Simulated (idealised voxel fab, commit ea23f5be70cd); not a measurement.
A process module follows: voxel transistor to metal.
Cross-sectional view cut (width: 295 nm; square cell size: 5 nm).
We lay out every cross-section as a grid of square cells and spell it out in bands from the top down, where one band means one or more rows of cells.
Heights first: top, then bottom, in nm. Then materials, left to right, each with a width in nm. "throughout" on a single material: fills the band edge to edge. "empty": empty space.
Zero point of the height axis is 0; under it, received wafer = one material. Lowest band: continues down indefinitely, "0 down".
A width given as "30->40" starts at the first number in the band's top row and ends at the second number in its bottom row, shifting by an equal amount at every step from row to row.
Given "identical to before" for a step, no cell of the cross-section differs between before and after that step.
Reported under the label "Closed void inventory" are the empty spaces having no open way to the top and comprising 8 cells or more; the notation for each is width x height at distance, in which the distance is measured from the left edge and all three values are in nm.
The remark found on a step's line after its settings is issued by the simulator itself and pertains to that step.
overlay nm: step with mask; distance mask lay right of planned place; negative value = left of planned place.

The following list gives the planned process steps:
- 1: RECEIVE (material Si)
- 2: CONFORMAL_DEP (material SiO2; thk nm 5)
- 3: CONFORMAL_DEP (material SiN; thk nm 15)
- 4: PATTERN (tone cover; mask id ACTIVE; material resist; width nm 110; pitch nm 140; thk nm 20; overlay nm 0)
- 5: DIRECTIONAL_ETCH (etch materials SiN; depth nm 15)
- 6: DIRECTIONAL_ETCH (etch materials SiO2; depth nm 5)
- 7: DIRECTIONAL_ETCH (etch materials Si; depth nm 35)
- 8: STRIP (etch materials resist)
- 9: OXIDIZE (depth nm 5)
- 10: FILL_DEP (material SiO2; thk nm 15)
- 11: CMP (height nm 20)
- 12: SELECTIVE_ETCH (etch materials SiO2; depth nm 10)
- 13: STRIP (etch materials SiN)
- 14: SELECTIVE_ETCH (etch materials SiO2; depth nm 5)
- 15: OXIDIZE (depth nm 5)
- 16: DIRECTIONAL_DEP (material polySi; thk nm 30)
- 17: DIRECTIONAL_DEP (material SiCN; thk nm 15)
- 18: MASKED_ETCH (tone cover; mask id GATE; width nm 20; pitch nm 140; etch materials SiCN; depth nm 25; overlay nm 0)
- 19: MASKED_ETCH (tone cover; mask id GATE; width nm 20; pitch nm 140; etch materials polySi; depth nm 40; overlay nm 0)
- 20: CONFORMAL_DEP (material SiO2; thk nm 5)
- 21: DIRECTIONAL_ETCH (etch materials SiO2; depth nm 5)
- 22: CONFORMAL_DEP (material SiN; thk nm 5)
- 23: DIRECTIONAL_ETCH (etch materials SiN; depth nm 5)
- 24: DIRECTIONAL_ETCH (etch materials SiO2; depth nm 5)
- 25: EPI (material nSi; thk nm 5)
- 26: FILL_DEP (material SiO2; thk nm 5)
- 27: CMP (height nm 45)
- 28: DIRECTIONAL_DEP (material SiO2; thk nm 15)
- 29: PATTERN (tone open; mask id CONTACT; material resist; width nm 35; thk nm 15; overlay nm 0)
- 30: DIRECTIONAL_ETCH (etch materials SiO2; depth nm 60)
- 31: STRIP (etch materials resist)
- 32: CONFORMAL_DEP (material TiN; thk nm 5)
- 33: FILL_DEP (material Ru; thk nm 5)
- 34: CMP (height nm 60)
- 35: DIRECTIONAL_DEP (material TiN; thk nm 5)
- 36: DIRECTIONAL_DEP (material Ru; thk nm 15)
- 37: MASKED_ETCH (tone cover; mask id METAL_1; width nm 20; etch materials Ru; depth nm 15; overlay nm 0)
- 38: MASKED_ETCH (tone cover; mask id METAL_1; width nm 20; etch materials TiN; depth nm 5; overlay nm 0)
- 39: FILL_DEP (material SiO2; thk nm 5)
- 40: CMP (height nm 80)
- 41: CONFORMAL_DEP (material SiCN; thk nm 5)
- 42: DIRECTIONAL_DEP (material lowk; thk nm 30)
- 43: DIRECTIONAL_DEP (material aC; thk nm 10)
- 44: PATTERN (tone open; mask id METAL_2; material resist; width nm 20; pitch nm 140; thk nm 30; overlay nm -10)
- 45: DIRECTIONAL_ETCH (etch materials aC; depth nm 10)
- 46: STRIP (etch materials resist)
- 47: DIRECTIONAL_ETCH (etch materials lowk; depth nm 15)
- 48: STRIP (etch materials aC)
- 49: PATTERN (tone open; mask id METAL_2_HOLES; material resist; width nm 15; pitch nm 140; thk nm 15; overlay nm 0)
- 50: DIRECTIONAL_ETCH (etch materials lowk; depth nm 15)
- 51: DIRECTIONAL_ETCH (etch materials SiCN; depth nm 5)
- 52: STRIP (etch materials resist)
- 53: CONFORMAL_DEP (material TiN; thk nm 5)
- 54: FILL_DEP (material Ru; thk nm 10)
- 55: CMP (height nm 115)
- 56: CONFORMAL_DEP (material SiN; thk nm 5)
The wafers in this document start out alike and differ in the overlay nm applied at step 44; the plan shows the value used for the first wafer.

Cross-section of the first of several received wafers, showing its state after step 1:
> 0 down: Si throughout
> Closed void inventory: none

Take a look at the first of several wafers in cross-section: the module is done, and step 56 was its last step:
> 120 to 115: SiN throughout
> 115 to 105: lowk 15 / TiN 5 / Ru 15 / TiN 5 / lowk 115 / TiN 5 / Ru 15 / TiN 5 / lowk 115
> 105 to 100: lowk 15 / TiN 25 / lowk 115 / TiN 25 / lowk 115
> 100 to 85: lowk 25 / TiN 10 / lowk 130 / TiN 10 / lowk 120
> 85 to 80: SiCN 25 / TiN 10 / SiCN 130 / TiN 10 / SiCN 120
> 80 to 65: SiO2 25 / Ru 20 / SiO2 60 / Ru 20 / SiO2 40 / Ru 20 / SiO2 60 / Ru 20 / SiO2 30
> 65 to 60: SiO2 25 / TiN 20 / SiO2 60 / TiN 20 / SiO2 40 / TiN 20 / SiO2 60 / TiN 20 / SiO2 30
> 60 to 50: SiO2 25 / TiN 5 / Ru 25 / TiN 5 / SiO2 30 / TiN 5 / Ru 25 / TiN 5 / SiO2 40 / TiN 5 / Ru 25 / TiN 5 / SiO2 30 / TiN 5 / Ru 25 / TiN 5 / SiO2 30
> 50 to 45: SiO2 25 / TiN 5 / Ru 20 / TiN 10 / SiO2 30 / TiN 10 / Ru 20 / TiN 5 / SiO2 40 / TiN 5 / Ru 20 / TiN 10 / SiO2 30 / TiN 10 / Ru 20 / TiN 5 / SiO2 30
> 45 to 30: SiO2 25 / TiN 5 / Ru 20 / TiN 5 / SiN 5 / SiO2 5 / SiCN 20 / SiO2 5 / SiN 5 / TiN 5 / Ru 20 / TiN 5 / SiO2 40 / TiN 5 / Ru 20 / TiN 5 / SiN 5 / SiO2 5 / SiCN 20 / SiO2 5 / SiN 5 / TiN 5 / Ru 20 / TiN 5 / SiO2 30
> 30 to 5: SiO2 25 / TiN 5 / Ru 20 / TiN 5 / SiN 5 / SiO2 5 / polySi 20 / SiO2 5 / SiN 5 / TiN 5 / Ru 20 / TiN 5 / SiO2 40 / TiN 5 / Ru 20 / TiN 5 / SiN 5 / SiO2 5 / polySi 20 / SiO2 5 / SiN 5 / TiN 5 / Ru 20 / TiN 5 / SiO2 30
> 5 to 0: SiO2 20 / SiN 5 / TiN 30 / SiN 5 / SiO2 5 / polySi 20 / SiO2 5 / SiN 5 / TiN 30 / SiN 5 / SiO2 30 / SiN 5 / TiN 30 / SiN 5 / SiO2 5 / polySi 20 / SiO2 5 / SiN 5 / TiN 30 / SiN 5 / SiO2 25
> 0 to -5: SiO2 25 / nSi 30 / SiO2 40 / nSi 30 / SiO2 40 / nSi 30 / SiO2 40 / nSi 30 / SiO2 30
> -5 to -40: SiO2 25 / Si 100 / SiO2 40 / Si 100 / SiO2 30
> -40 down: Si throughout
> Closed void inventory: none

Module end, final wafer: cross-section:
> 120 to 115: SiN throughout
> 115 to 105: lowk 25 / TiN 5 / Ru 25 / TiN 5 / lowk 105 / TiN 5 / Ru 25 / TiN 5 / lowk 95
> 105 to 100: lowk 25 / TiN 35 / lowk 105 / TiN 35 / lowk 95
> 100 to 85: lowk throughout
> 85 to 80: SiCN throughout
> 80 to 65: SiO2 25 / Ru 20 / SiO2 60 / Ru 20 / SiO2 40 / Ru 20 / SiO2 60 / Ru 20 / SiO2 30
> 65 to 60: SiO2 25 / TiN 20 / SiO2 60 / TiN 20 / SiO2 40 / TiN 20 / SiO2 60 / TiN 20 / SiO2 30
> 60 to 50: SiO2 25 / TiN 5 / Ru 25 / TiN 5 / SiO2 30 / TiN 5 / Ru 25 / TiN 5 / SiO2 40 / TiN 5 / Ru 25 / TiN 5 / SiO2 30 / TiN 5 / Ru 25 / TiN 5 / SiO2 30
> 50 to 45: SiO2 25 / TiN 5 / Ru 20 / TiN 10 / SiO2 30 / TiN 10 / Ru 20 / TiN 5 / SiO2 40 / TiN 5 / Ru 20 / TiN 10 / SiO2 30 / TiN 10 / Ru 20 / TiN 5 / SiO2 30
> 45 to 30: SiO2 25 / TiN 5 / Ru 20 / TiN 5 / SiN 5 / SiO2 5 / SiCN 20 / SiO2 5 / SiN 5 / TiN 5 / Ru 20 / TiN 5 / SiO2 40 / TiN 5 / Ru 20 / TiN 5 / SiN 5 / SiO2 5 / SiCN 20 / SiO2 5 / SiN 5 / TiN 5 / Ru 20 / TiN 5 / SiO2 30
> 30 to 5: SiO2 25 / TiN 5 / Ru 20 / TiN 5 / SiN 5 / SiO2 5 / polySi 20 / SiO2 5 / SiN 5 / TiN 5 / Ru 20 / TiN 5 / SiO2 40 / TiN 5 / Ru 20 / TiN 5 / SiN 5 / SiO2 5 / polySi 20 / SiO2 5 / SiN 5 / TiN 5 / Ru 20 / TiN 5 / SiO2 30
> 5 to 0: SiO2 20 / SiN 5 / TiN 30 / SiN 5 / SiO2 5 / polySi 20 / SiO2 5 / SiN 5 / TiN 30 / SiN 5 / SiO2 30 / SiN 5 / TiN 30 / SiN 5 / SiO2 5 / polySi 20 / SiO2 5 / SiN 5 / TiN 30 / SiN 5 / SiO2 25
> 0 to -5: SiO2 25 / nSi 30 / SiO2 40 / nSi 30 / SiO2 40 / nSi 30 / SiO2 40 / nSi 30 / SiO2 30
> -5 to -40: SiO2 25 / Si 100 / SiO2 40 / Si 100 / SiO2 30
> -40 down: Si throughout
> Closed void inventory: none

So in this table every wafer gets its own row, and what you see is where it stands at the end of the module: for each material, how many cells it picked up (+) or gave up (-) since we received it, and after that its closed voids:
overlay nm -10; +244 Ru; -192 Si; +79 SiCN; +99 SiN; +636 SiO2; +166 TiN; +312 lowk; +24 nSi; +48 polySi; Closed void inventory: none
overlay nm -5; +248 Ru; -192 Si; +77 SiCN; +99 SiN; +636 SiO2; +164 TiN; +312 lowk; +24 nSi; +48 polySi; Closed void inventory: none
overlay nm 0; +248 Ru; -192 Si; +77 SiCN; +99 SiN; +636 SiO2; +164 TiN; +312 lowk; +24 nSi; +48 polySi; Closed void inventory: none
overlay nm 5; +244 Ru; -192 Si; +79 SiCN; +99 SiN; +636 SiO2; +166 TiN; +312 lowk; +24 nSi; +48 polySi; Closed void inventory: none
overlay nm 10; +248 Ru; -192 Si; +81 SiCN; +99 SiN; +636 SiO2; +160 TiN; +312 lowk; +24 nSi; +48 polySi; Closed void inventory: none
overlay nm 15; +252 Ru; -192 Si; +83 SiCN; +99 SiN; +636 SiO2; +154 TiN; +312 lowk; +24 nSi; +48 polySi; Closed void inventory: none
